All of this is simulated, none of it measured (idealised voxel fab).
Process module, titled voxel transistor to metal
Xsec cut, 205 nm wide, square cell size 5 nm.
For the purposes of this document, a cross-section shall be understood as a grid of square cells, specified as bands listed in top-to-bottom order, each band consisting of one or more rows of cells. What a band's entry tells you: where the top is and where the bottom is, as heights in nm, and after that what lies inside, material by material from left to right, each with its width in nm. Empty space is written as the word "empty", and a single material marked with the word "throughout" occupies the band from edge to edge. Heights from 0 (as-received wafer is one material below). Bottom band endless downward, as "from 0 down". Top row gets the first number, bottom row gets the second, and each row in between changes by the same step: that is how a band width like "30..40" works. It should be understood that the words "no alterations made", when stated for a given step, signify that the cross-section underwent no change in any of its cells during that step. For the entry "Closed void catalog", the listed items are empty spaces with no open way to the top whose size is 8 cells or more; each item follows the pattern width x height at distance, where distance is from the left edge and all three are in nm. Note: text after step settings on the step line = simulator remark on that step. When a step includes a mask, the "overlay nm" setting on its line states how far to the right of its planned place that mask lay, and negative values state how far to the left.
**The process steps that were planned are listed below**
1) RECEIVE,material Si
2) CONFORMAL_DEP,material SiO2,thk nm 5
3) CONFORMAL_DEP,material SiN,thk nm 10
4) MASKED_ETCH,tone cover,mask id ACTIVE,width nm 110,etch materials SiN,depth nm 10,overlay nm 0
5) MASKED_ETCH,tone cover,mask id ACTIVE,width nm 110,etch materials SiO2,depth nm 5,overlay nm 0
6) MASKED_ETCH,tone cover,mask id ACTIVE,width nm 110,etch materials Si,depth nm 25,overlay nm 0
7) FILL_DEP,material SiO2,thk nm 15
8) CMP,height nm 15
9) SELECTIVE_ETCH,etch materials SiO2,depth nm 5
10) STRIP,etch materials SiN
11) SELECTIVE_ETCH,etch materials SiO2,depth nm 5
12) OXIDIZE,depth nm 5
13) DIRECTIONAL_DEP,material polySi,thk nm 20
14) DIRECTIONAL_DEP,material SiCN,thk nm 10
15) MASKED_ETCH,tone cover,mask id GATE,width nm 20,etch materials SiCN,depth nm 20,overlay nm 0
16) MASKED_ETCH,tone cover,mask id GATE,width nm 20,etch materials polySi,depth nm 30,overlay nm 0
17) CONFORMAL_DEP,material SiN,thk nm 10
18) DIRECTIONAL_ETCH,etch materials SiN,depth nm 10
19) DIRECTIONAL_ETCH,etch materials SiO2,depth nm 5
20) DIRECTIONAL_ETCH,etch materials Si,depth nm 5
21) EPI,material SiGe,thk nm 5
22) FILL_DEP,material SiO2,thk nm 5
23) CMP,height nm 30
24) DIRECTIONAL_DEP,material SiO2,thk nm 15
25) PATTERN,tone open,mask id CONTACT,material resist,width nm 20,pitch nm 80,thk nm 15,overlay nm 0
26) DIRECTIONAL_ETCH,etch materials SiO2,depth nm 50
27) STRIP,etch materials resist
28) CONFORMAL_DEP,material TiN,thk nm 5
29) FILL_DEP,material W,thk nm 5
30) CMP,height nm 45
31) CONFORMAL_DEP,material SiCN,thk nm 5
32) DIRECTIONAL_DEP,material lowk,thk nm 25
33) MASKED_ETCH,tone open,mask id METAL_1,width nm 20,pitch nm 80,etch materials lowk,depth nm 25,overlay nm 0
34) MASKED_ETCH,tone open,mask id METAL_1,width nm 20,pitch nm 80,etch materials SiCN,depth nm 5,overlay nm 0
35) CONFORMAL_DEP,material TiN,thk nm 5
36) FILL_DEP,material Cu,thk nm 10
37) CMP,height nm 75
38) CONFORMAL_DEP,material SiCN,thk nm 5
39) DIRECTIONAL_DEP,material SiO2,thk nm 30
40) MASKED_ETCH,tone open,mask id METAL_2,width nm 20,pitch nm 80,etch materials SiO2,depth nm 15,overlay nm 0
41) MASKED_ETCH,tone open,mask id METAL_2_HOLES,width nm 15,pitch nm 80,etch materials SiO2,depth nm 15,overlay nm 0
42) MASKED_ETCH,tone open,mask id METAL_2_HOLES,width nm 15,pitch nm 80,etch materials SiCN,depth nm 5,overlay nm 0
43) CONFORMAL_DEP,material TiN,thk nm 5
44) FILL_DEP,material Cu,thk nm 10
45) CMP,height nm 110
46) CONFORMAL_DEP,material SiCN,thk nm 5
**Cross-section, incoming material, after step 1**
- from 0 down: Si throughout
- Closed void catalog: none
**Cross-section: first of two wafers, module finished, run according to plan**
- from 115 to 110: SiCN throughout
- from 110 to 100: SiO2: 50, TiN: 5, Cu: 10, TiN: 5, SiO2: 60, TiN: 5, Cu: 10, TiN: 5, SiO2: 55
- from 100 to 95: SiO2: 50, TiN: 5, Cu: 5, TiN: 10, SiO2: 60, TiN: 5, Cu: 5, TiN: 10, SiO2: 55
- from 95 to 80: SiO2: 50, TiN: 5, Cu: 5, TiN: 5, SiO2: 65, TiN: 5, Cu: 5, TiN: 5, SiO2: 60
- from 80 to 75: SiCN: 50, TiN: 15, SiCN: 65, TiN: 15, SiCN: 60
- from 75 to 50: lowk: 50, TiN: 5, Cu: 10, TiN: 5, lowk: 60, TiN: 5, Cu: 10, TiN: 5, lowk: 55
- from 50 to 45: SiCN: 50, TiN: 20, SiCN: 60, TiN: 20, SiCN: 55
- from 45 to 30: SiO2: 50, TiN: 5, W: 10, TiN: 5, SiO2: 60, TiN: 5, W: 10, TiN: 5, SiO2: 55
- from 30 to 20: SiO2: 50, TiN: 5, W: 10, TiN: 5, SiO2: 10, SiN: 10, SiCN: 20, SiN: 10, SiO2: 10, TiN: 5, W: 10, TiN: 5, SiO2: 55
- from 20 to 5: SiO2: 50, TiN: 5, W: 10, TiN: 5, SiO2: 10, SiN: 10, polySi: 20, SiN: 10, SiO2: 10, TiN: 5, W: 10, TiN: 5, SiO2: 55
- from 5 to 0: SiO2: 40, SiN: 10, TiN: 10, W: 5, TiN: 5, SiO2: 10, SiN: 10, polySi: 20, SiN: 10, SiO2: 10, TiN: 5, W: 5, TiN: 10, SiN: 10, SiO2: 45
- from 0 to -5: SiO2: 50, SiGe: 5, TiN: 15, SiO2: 5, SiGe: 5, SiO2: 40, SiGe: 5, SiO2: 5, TiN: 15, SiGe: 5, SiO2: 55
- from -5 to -10: SiO2: 45, Si: 5, SiGe: 30, Si: 40, SiGe: 30, Si: 5, SiO2: 50
- from -10 to -25: SiO2: 45, Si: 110, SiO2: 50
- from -25 down: Si throughout
- Closed void catalog: none
**Second wafer of the two, sectioned at the end of the module. It began like the first and followed the same plan, but one mistake was made while running it**
- from 115 to 110: SiCN throughout
- from 110 to 80: SiO2 throughout
- from 80 to 75: SiCN throughout
- from 75 to 50: lowk: 50, TiN: 5, Cu: 10, TiN: 5, lowk: 60, TiN: 5, Cu: 10, TiN: 5, lowk: 55
- from 50 to 45: SiCN: 50, TiN: 20, SiCN: 60, TiN: 20, SiCN: 55
- from 45 to 30: SiO2: 50, TiN: 5, W: 10, TiN: 5, SiO2: 60, TiN: 5, W: 10, TiN: 5, SiO2: 55
- from 30 to 20: SiO2: 50, TiN: 5, W: 10, TiN: 5, SiO2: 10, SiN: 10, SiCN: 20, SiN: 10, SiO2: 10, TiN: 5, W: 10, TiN: 5, SiO2: 55
- from 20 to 5: SiO2: 50, TiN: 5, W: 10, TiN: 5, SiO2: 10, SiN: 10, polySi: 20, SiN: 10, SiO2: 10, TiN: 5, W: 10, TiN: 5, SiO2: 55
- from 5 to 0: SiO2: 40, SiN: 10, TiN: 10, W: 5, TiN: 5, SiO2: 10, SiN: 10, polySi: 20, SiN: 10, SiO2: 10, TiN: 5, W: 5, TiN: 10, SiN: 10, SiO2: 45
- from 0 to -5: SiO2: 50, SiGe: 5, TiN: 15, SiO2: 5, SiGe: 5, SiO2: 40, SiGe: 5, SiO2: 5, TiN: 15, SiGe: 5, SiO2: 55
- from -5 to -10: SiO2: 45, Si: 5, SiGe: 30, Si: 40, SiGe: 30, Si: 5, SiO2: 50
- from -10 to -25: SiO2: 45, Si: 110, SiO2: 50
- from -25 down: Si throughout
- Closed void catalog: none
It is concluded that the wafer was processed incorrectly with respect to the plan, in that step 39 of the plan was performed twice
Cell-count delta at end, second wafer over first, by material: Cu -16 | SiCN +6 | SiO2 +42 | TiN -32
